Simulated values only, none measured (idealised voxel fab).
The name of this process module is voxel double patterning.
140 nm wide, 5 nm square cells: that's cross-section cut.
Just so we're on the same page, the cross-sections are grids of square cells, and they're listed out in bands top to bottom, each band one or more rows deep. Per band: top height and bottom height in nm, followed by the left-to-right materials and their widths in nm; "all across" marks a single material spanning edge to edge, "blank" marks empty space. For the purposes of this specification, 0 denotes the height below which the wafer in its as-received condition is composed wholly of one material, and the lowermost band, lacking a lower limit, extends downward without end, as expressed in "0 and below". Width "30->40": first value at the band's top row of cells, second value at its bottom row, equal change from row to row. "remained unchanged", as given for a step, is the statement that not any cell of the cross-section underwent a change during that step. In "Enclosed void entries" the enclosed voids are listed, meaning empty spaces of 8 cells or larger without any opening to the top. The form is width x height at distance, distance from the left edge, units nm. Whatever follows a step's settings on its line is a remark the simulator itself makes about that step. Each step line may optionally specify "overlay nm", which for a step with a mask gives the rightward distance between the mask's planned place and where it lay, a negative value indicating the leftward direction. Pairs follow: section before one process step, section after it down to the lowest changed band, step with settings underneath. Pairs may come from different runs of this module on the same starting wafer; continuity with the pair above only as stated in the "Pre-step snapshot" entry.
[Pre-step snapshot]
    0 and below = Si all across
    Enclosed void entries: none
[Post-Step Cross-Section]
    5 down to 0 = SiO2 all across
    Note: structure below 0 unchanged.
    Enclosed void entries: none
For reference, the processing step occurring between the two cross-sections presented above is as follows: CONFORMAL_DEP | material SiO2 | thk nm 5
Pre-step snapshot: per the after cross-section of the pair just above.
[Post-Step Cross-Section]
    20 down to 5 = W all across
    Note: structure below 5 unchanged.
    Enclosed void entries: none
For reference, the processing step occurring between the two cross-sections presented above is as follows: DIRECTIONAL_DEP | material W | thk nm 15
Pre-step snapshot: per the after cross-section of the pair just above.
[Post-Step Cross-Section]
    25 down to 20 = SiN all across
    Note: structure below 20 unchanged.
    Enclosed void entries: none
For reference, the processing step occurring between the two cross-sections presented above is as follows: DIRECTIONAL_DEP | material SiN | thk nm 5
Pre-step snapshot: per the after cross-section of the pair just above.
[Post-Step Cross-Section]
    25 down to 20 = SiN 35, then blank 15, then SiN 35, then blank 15, then SiN 40
    Note: structure below 20 unchanged.
    Enclosed void entries: none
For reference, the processing step occurring between the two cross-sections presented above is as follows: MASKED_ETCH | tone open | mask id FIRST | width nm 15 | pitch nm 50 | etch materials SiN | depth nm 5 | overlay nm 0
Pre-step snapshot: per the after cross-section of the pair just above.
[Post-Step Cross-Section]
    25 down to 20 = SiN 35, then blank 15, then SiN 10, then blank 15, then SiN 10, then blank 15, then SiN 40
    Note: structure below 20 unchanged.
    Enclosed void entries: none
For reference, the processing step occurring between the two cross-sections presented above is as follows: MASKED_ETCH | tone open | mask id SECOND | width nm 15 | etch materials SiN | depth nm 5 | overlay nm 0
Pre-step snapshot: per the after cross-section of the pair just above.
[Post-Step Cross-Section]
    25 down to 20 = SiN 35, then blank 15, then SiN 10, then blank 15, then SiN 10, then blank 15, then SiN 40
    20 down to 5 = W 35, then blank 15, then W 10, then blank 15, then W 10, then blank 15, then W 40
    Note: structure below 5 unchanged.
    Enclosed void entries: none
For reference, the processing step occurring between the two cross-sections presented above is as follows: DIRECTIONAL_ETCH | etch materials W | depth nm 15
Pre-step snapshot: per the after cross-section of the pair just above.
[Post-Step Cross-Section]
    20 down to 5 = W 35, then blank 15, then W 10, then blank 15, then W 10, then blank 15, then W 40
    Note: structure below 5 unchanged.
    Enclosed void entries: none
For reference, the processing step occurring between the two cross-sections presented above is as follows: STRIP | etch materials SiN
[Pre-step snapshot]
    20 down to 5 = W all across
    5 down to 0 = SiO2 all across
    0 and below = Si all across
    Enclosed void entries: none
[Post-Step Cross-Section]
    35 down to 5 = W all across
    Note: structure below 5 unchanged.
    Enclosed void entries: none
For reference, the processing step occurring between the two cross-sections presented above is as follows: DIRECTIONAL_DEP | material W | thk nm 15
Pre-step snapshot: per the after cross-section of the pair just above.
[Post-Step Cross-Section]
    40 down to 35 = SiN all across
    Note: structure below 35 unchanged.
    Enclosed void entries: none
For reference, the processing step occurring between the two cross-sections presented above is as follows: DIRECTIONAL_DEP | material SiN | thk nm 5
Pre-step snapshot: per the after cross-section of the pair just above.
[Post-Step Cross-Section]
    40 down to 35 = SiN 35, then blank 15, then SiN 35, then blank 15, then SiN 40
    Note: structure below 35 unchanged.
    Enclosed void entries: none
For reference, the processing step occurring between the two cross-sections presented above is as follows: MASKED_ETCH | tone open | mask id FIRST | width nm 15 | pitch nm 50 | etch materials SiN | depth nm 5 | overlay nm 0
Pre-step snapshot: per the after cross-section of the pair just above.
[Post-Step Cross-Section]
    40 down to 35 = SiN 35, then blank 15, then SiN 10, then blank 15, then SiN 10, then blank 15, then SiN 40
    Note: structure below 35 unchanged.
    Enclosed void entries: none
For reference, the processing step occurring between the two cross-sections presented above is as follows: MASKED_ETCH | tone open | mask id SECOND | width nm 15 | etch materials SiN | depth nm 5 | overlay nm 0
Pre-step snapshot: per the after cross-section of the pair just above.
[Post-Step Cross-Section]
    40 down to 35 = SiN 35, then blank 15, then SiN 10, then blank 15, then SiN 10, then blank 15, then SiN 40
    35 down to 20 = W 35, then blank 15, then W 10, then blank 15, then W 10, then blank 15, then W 40
    Note: structure below 20 unchanged.
    Enclosed void entries: none
For reference, the processing step occurring between the two cross-sections presented above is as follows: DIRECTIONAL_ETCH | etch materials W | depth nm 15
Pre-step snapshot: per the after cross-section of the pair just above.
[Post-Step Cross-Section]
    35 down to 20 = W 35, then blank 15, then W 10, then blank 15, then W 10, then blank 15, then W 40
    Note: structure below 20 unchanged.
    Enclosed void entries: none
For reference, the processing step occurring between the two cross-sections presented above is as follows: STRIP | etch materials SiN
[Pre-step snapshot]
    0 and below = Si all across
    Enclosed void entries: none
[Post-Step Cross-Section]
    15 down to 0 = W all across
    Note: structure below 0 unchanged.
    Enclosed void entries: none
For reference, the processing step occurring between the two cross-sections presented above is as follows: DIRECTIONAL_DEP | material W | thk nm 15
Pre-step snapshot: per the after cross-section of the pair just above.
[Post-Step Cross-Section]
    20 down to 15 = SiO2 all across
    Note: structure below 15 unchanged.
    Enclosed void entries: none
For reference, the processing step occurring between the two cross-sections presented above is as follows: CONFORMAL_DEP | material SiO2 | thk nm 5
Pre-step snapshot: per the after cross-section of the pair just above.
[Post-Step Cross-Section]
    25 down to 20 = SiN all across
    Note: structure below 20 unchanged.
    Enclosed void entries: none
For reference, the processing step occurring between the two cross-sections presented above is as follows: DIRECTIONAL_DEP | material SiN | thk nm 5
Pre-step snapshot: per the after cross-section of the pair just above.
[Post-Step Cross-Section]
    25 down to 20 = SiN 35, then blank 15, then SiN 35, then blank 15, then SiN 40
    Note: structure below 20 unchanged.
    Enclosed void entries: none
For reference, the processing step occurring between the two cross-sections presented above is as follows: MASKED_ETCH | tone open | mask id FIRST | width nm 15 | pitch nm 50 | etch materials SiN | depth nm 5 | overlay nm 0
Pre-step snapshot: per the after cross-section of the pair just above.
[Post-Step Cross-Section]
    25 down to 20 = SiN 35, then blank 15, then SiN 10, then blank 15, then SiN 10, then blank 15, then SiN 40
    Note: structure below 20 unchanged.
    Enclosed void entries: none
For reference, the processing step occurring between the two cross-sections presented above is as follows: MASKED_ETCH | tone open | mask id SECOND | width nm 15 | etch materials SiN | depth nm 5 | overlay nm 0
Pre-step snapshot: per the after cross-section of the pair just above.
[Post-Step Cross-Section]
    20 down to 15 = SiO2 all across
    Note: structure below 15 unchanged.
    Enclosed void entries: none
For reference, the processing step occurring between the two cross-sections presented above is as follows: STRIP | etch materials SiN
[Pre-step snapshot]
    5 down to 0 = SiO2 all across
    0 and below = Si all across
    Enclosed void entries: none
[Post-Step Cross-Section]
    30 down to 5 = W all across
    Note: structure below 5 unchanged.
    Enclosed void entries: none
For reference, the processing step occurring between the two cross-sections presented above is as follows: DIRECTIONAL_DEP | material W | thk nm 25
Pre-step snapshot: per the after cross-section of the pair just above.
[Post-Step Cross-Section]
    35 down to 30 = SiN all across
    Note: structure below 30 unchanged.
    Enclosed void entries: none
For reference, the processing step occurring between the two cross-sections presented above is as follows: DIRECTIONAL_DEP | material SiN | thk nm 5
Pre-step snapshot: per the after cross-section of the pair just above.
[Post-Step Cross-Section]
    35 down to 30 = SiN 35, then blank 15, then SiN 35, then blank 15, then SiN 40
    Note: structure below 30 unchanged.
    Enclosed void entries: none
For reference, the processing step occurring between the two cross-sections presented above is as follows: MASKED_ETCH | tone open | mask id FIRST | width nm 15 | pitch nm 50 | etch materials SiN | depth nm 5 | overlay nm 0
Pre-step snapshot: per the after cross-section of the pair just above.
[Post-Step Cross-Section]
    35 down to 30 = SiN 35, then blank 15, then SiN 10, then blank 15, then SiN 10, then blank 15, then SiN 40
    Note: structure below 30 unchanged.
    Enclosed void entries: none
For reference, the processing step occurring between the two cross-sections presented above is as follows: MASKED_ETCH | tone open | mask id SECOND | width nm 15 | etch materials SiN | depth nm 5 | overlay nm 0
Pre-step snapshot: per the after cross-section of the pair just above.
[Post-Step Cross-Section]
    35 down to 30 = SiN 35, then blank 15, then SiN 10, then blank 15, then SiN 10, then blank 15, then SiN 40
    30 down to 15 = W 35, then blank 15, then W 10, then blank 15, then W 10, then blank 15, then W 40
    Note: structure below 15 unchanged.
    Enclosed void entries: none
For reference, the processing step occurring between the two cross-sections presented above is as follows: DIRECTIONAL_ETCH | etch materials W | depth nm 15
Pre-step snapshot: per the after cross-section of the pair just above.
[Post-Step Cross-Section]
    30 down to 15 = W 35, then blank 15, then W 10, then blank 15, then W 10, then blank 15, then W 40
    Note: structure below 15 unchanged.
    Enclosed void entries: none
For reference, the processing step occurring between the two cross-sections presented above is as follows: STRIP | etch materials SiN
[Pre-step snapshot]
    25 down to 20 = SiN 35, then blank 15, then SiN 35, then blank 15, then SiN 40
    20 down to 5 = W all across
    5 down to 0 = SiO2 all across
    0 and below = Si all across
    Enclosed void entries: none
[Post-Step Cross-Section]
    25 down to 20 = SiN 35, then blank 15, then SiN 5, then blank 25, then SiN 5, then blank 15, then SiN 40
    Note: structure below 20 unchanged.
    Enclosed void entries: none
For reference, the processing step occurring between the two cross-sections presented above is as follows: MASKED_ETCH | tone open | mask id SECOND | width nm 25 | etch materials SiN | depth nm 5 | overlay nm 0
Pre-step snapshot: per the after cross-section of the pair just above.
[Post-Step Cross-Section]
    25 down to 20 = SiN 35, then blank 15, then SiN 5, then blank 25, then SiN 5, then blank 15, then SiN 40
    20 down to 5 = W 35, then blank 15, then W 5, then blank 25, then W 5, then blank 15, then W 40
    Note: structure below 5 unchanged.
    Enclosed void entries: none
For reference, the processing step occurring between the two cross-sections presented above is as follows: DIRECTIONAL_ETCH | etch materials W | depth nm 15
Pre-step snapshot: per the after cross-section of the pair just above.
[Post-Step Cross-Section]
    20 down to 5 = W 35, then blank 15, then W 5, then blank 25, then W 5, then blank 15, then W 40
    Note: structure below 5 unchanged.
    Enclosed void entries: none
For reference, the processing step occurring between the two cross-sections presented above is as follows: STRIP | etch materials SiN
[Pre-step snapshot]
    25 down to 20 = SiN 35, then blank 15, then SiN 35, then blank 15, then SiN 40
    20 down to 5 = W all across
    5 down to 0 = SiO2 all across
    0 and below = Si all across
    Enclosed void entries: none
[Post-Step Cross-Section]
    25 down to 20 = SiN 35, then blank 15, then SiN 20, then blank 30, then SiN 40
    Note: structure below 20 unchanged.
    Enclosed void entries: none
For reference, the processing step occurring between the two cross-sections presented above is as follows: MASKED_ETCH | tone open | mask id SECOND | width nm 15 | etch materials SiN | depth nm 5 | overlay nm 10
Pre-step snapshot: per the after cross-section of the pair just above.
[Post-Step Cross-Section]
    25 down to 20 = SiN 35, then blank 15, then SiN 20, then blank 30, then SiN 40
    20 down to 5 = W 35, then blank 15, then W 20, then blank 30, then W 40
    Note: structure below 5 unchanged.
    Enclosed void entries: none
For reference, the processing step occurring between the two cross-sections presented above is as follows: DIRECTIONAL_ETCH | etch materials W | depth nm 15
Pre-step snapshot: per the after cross-section of the pair just above.
[Post-Step Cross-Section]
    20 down to 5 = W 35, then blank 15, then W 20, then blank 30, then W 40
    Note: structure below 5 unchanged.
    Enclosed void entries: none
For reference, the processing step occurring between the two cross-sections presented above is as follows: STRIP | etch materials SiN
[Pre-step snapshot]
    20 down to 5 = W all across
    5 down to 0 = SiO2 all across
    0 and below = Si all across
    Enclosed void entries: none
[Post-Step Cross-Section]
    25 down to 20 = SiO2 all across
    Note: structure below 20 unchanged.
    Enclosed void entries: none
For reference, the processing step occurring between the two cross-sections presented above is as follows: DIRECTIONAL_DEP | material SiO2 | thk nm 5
[Pre-step snapshot]
    25 down to 20 = SiN all across
    20 down to 5 = W all across
    5 down to 0 = SiO2 all across
    0 and below = Si all across
    Enclosed void entries: none
[Post-Step Cross-Section]
    25 down to 20 = blank 35, then SiN 15, then blank 35, then SiN 15, then blank 40
    Note: structure below 20 unchanged.
    Enclosed void entries: none
For reference, the processing step occurring between the two cross-sections presented above is as follows: MASKED_ETCH | tone cover | mask id FIRST | width nm 15 | pitch nm 50 | etch materials SiN | depth nm 5 | overlay nm 0
Pre-step snapshot: per the after cross-section of the pair just above.
[Post-Step Cross-Section]
    25 down to 20 = blank 35, then SiN 15, then blank 35, then SiN 15, then blank 40
    20 down to 5 = blank 35, then W 15, then blank 35, then W 15, then blank 40
    Note: structure below 5 unchanged.
    Enclosed void entries: none
For reference, the processing step occurring between the two cross-sections presented above is as follows: DIRECTIONAL_ETCH | etch materials W | depth nm 15
Pre-step snapshot: per the after cross-section of the pair just above.
[Post-Step Cross-Section]
    20 down to 5 = blank 35, then W 15, then blank 35, then W 15, then blank 40
    Note: structure below 5 unchanged.
    Enclosed void entries: none
For reference, the processing step occurring between the two cross-sections presented above is as follows: STRIP | etch materials SiN
